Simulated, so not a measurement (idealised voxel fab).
Presented below is a process module, voxel tone inversion.
It is cross-section cut that appears here, measuring 280 nm in width, its square cells being 5 nm in size.
How to read a cross-section here: the picture is a grid of square cells, written as bands going from the top down, and any band can span one or more rows of cells. The band entry comprises the height of the band's top followed by the height of its bottom, expressed in nm, and subsequently the band's materials from left to right, each stated together with its width in nm. Where a single material is marked with the word "everywhere", that material fills the band from edge to edge. The word "blank" represents empty space. Heights are reckoned from 0. Under this level, the received wafer is all of one material. The bottommost band is open-ended downward, for example "0..down". The two numbers in a width such as "30..40" mark its ends across the band: the first belongs to the top row of cells, the second to the bottom row, and from each row to the next the width moves by the same amount. "no change occurred" for a step: no cell of the cross-section changed in that step. In the "Closed internal voids" entry, you get each enclosed empty space of 8 cells or more, one with no open way to the top, written width x height at distance, distance from the left edge, in nm. Formally, on a step line, whatever follows the settings is a remark that the simulator itself makes on the step. overlay nm: how far to the right of its planned place the mask lay on this masked step (negative: to the left).
### plan
1. RECEIVE, material Si
2. CONFORMAL_DEP, material SiCN, thk nm 10
3. DIRECTIONAL_DEP, material aC, thk nm 20
4. PATTERN, tone cover, mask id POSTS, material resist, width nm 15, pitch nm 30, thk nm 30, overlay nm 0
5. DIRECTIONAL_ETCH, etch materials aC, depth nm 20
6. STRIP, etch materials resist
7. FILL_DEP, material SiO2, thk nm 5
8. CMP, height nm 30
9. STRIP, etch materials aC
### First wafer, two in total, run as planned
### Here's what the wafer looked like in cross-section when it arrived - that's after step 1
  0..down = Si everywhere
  Closed internal voids: none
### How the wafer stands in section after step 2
  10..0 = SiCN everywhere
  Below 0, the layers are the same as they were.
### How the wafer stands in section after step 3
  30..10 = aC everywhere
  Below 10, the layers are the same as they were.
### How the wafer stands in section after step 4
  60..30 = blank: 100, resist: 15, blank: 15, resist: 15, blank: 15, resist: 15, blank: 105
  Below 30, the layers are the same as they were.
### How the wafer stands in section after step 5
  40..30 = blank: 100, resist: 15, blank: 15, resist: 15, blank: 15, resist: 15, blank: 105
  30..10 = blank: 100, aC: 15, blank: 15, aC: 15, blank: 15, aC: 15, blank: 105
  Below 10, the layers are the same as they were.
### How the wafer stands in section after step 6
  30..10 = blank: 100, aC: 15, blank: 15, aC: 15, blank: 15, aC: 15, blank: 105
  Below 10, the layers are the same as they were.
### How the wafer stands in section after step 7
  35..30 = SiO2 everywhere
  30..10 = SiO2: 100, aC: 15, SiO2: 15, aC: 15, SiO2: 15, aC: 15, SiO2: 105
  Below 10, the layers are the same as they were.
### How the wafer stands in section after step 8
  30..10 = SiO2: 100, aC: 15, SiO2: 15, aC: 15, SiO2: 15, aC: 15, SiO2: 105
  Below 10, the layers are the same as they were.
### How the wafer stands in section after step 9
  30..10 = SiO2: 100, blank: 15, SiO2: 15, blank: 15, SiO2: 15, blank: 15, SiO2: 105
  Below 10, the layers are the same as they were.
### second wafer: like start, like plan, one mistake. Through step 1 it matches the first wafer
### Cross-sectional view of the second wafer at the intended end time of process step 2
  20..0 = aC everywhere
  Below 0, the layers are the same as they were.
### Cross-sectional view of the second wafer at the intended end time of process step 3
  30..20 = SiCN everywhere
  Below 20, the layers are the same as they were.
### Cross-sectional view of the second wafer at the intended end time of process step 4
  60..30 = blank: 100, resist: 15, blank: 15, resist: 15, blank: 15, resist: 15, blank: 105
  Below 30, the layers are the same as they were.
### Cross-sectional view of the second wafer at the intended end time of process step 5
  40..30 = blank: 100, resist: 15, blank: 15, resist: 15, blank: 15, resist: 15, blank: 105
  Below 30, the layers are the same as they were.
### Cross-sectional view of the second wafer at the intended end time of process step 6
  30..20 = SiCN everywhere
  Below 20, the layers are the same as they were.
### Cross-sectional view of the second wafer at the intended end time of process step 7
  35..30 = SiO2 everywhere
  Below 30, the layers are the same as they were.
### Cross-sectional view of the second wafer at the intended end time of process step 8
  30..20 = SiCN everywhere
  Below 20, the layers are the same as they were.
Cross-sectional view of the second wafer at the intended end time of process step 9: no change occurred
The plan and the run diverged here: sequence error: steps 2 and 3 interchanged
Upon completion, the second wafer contains, in terms of cells, a greater or smaller amount of certain materials than the first wafer: -188 SiO2; +224 aC
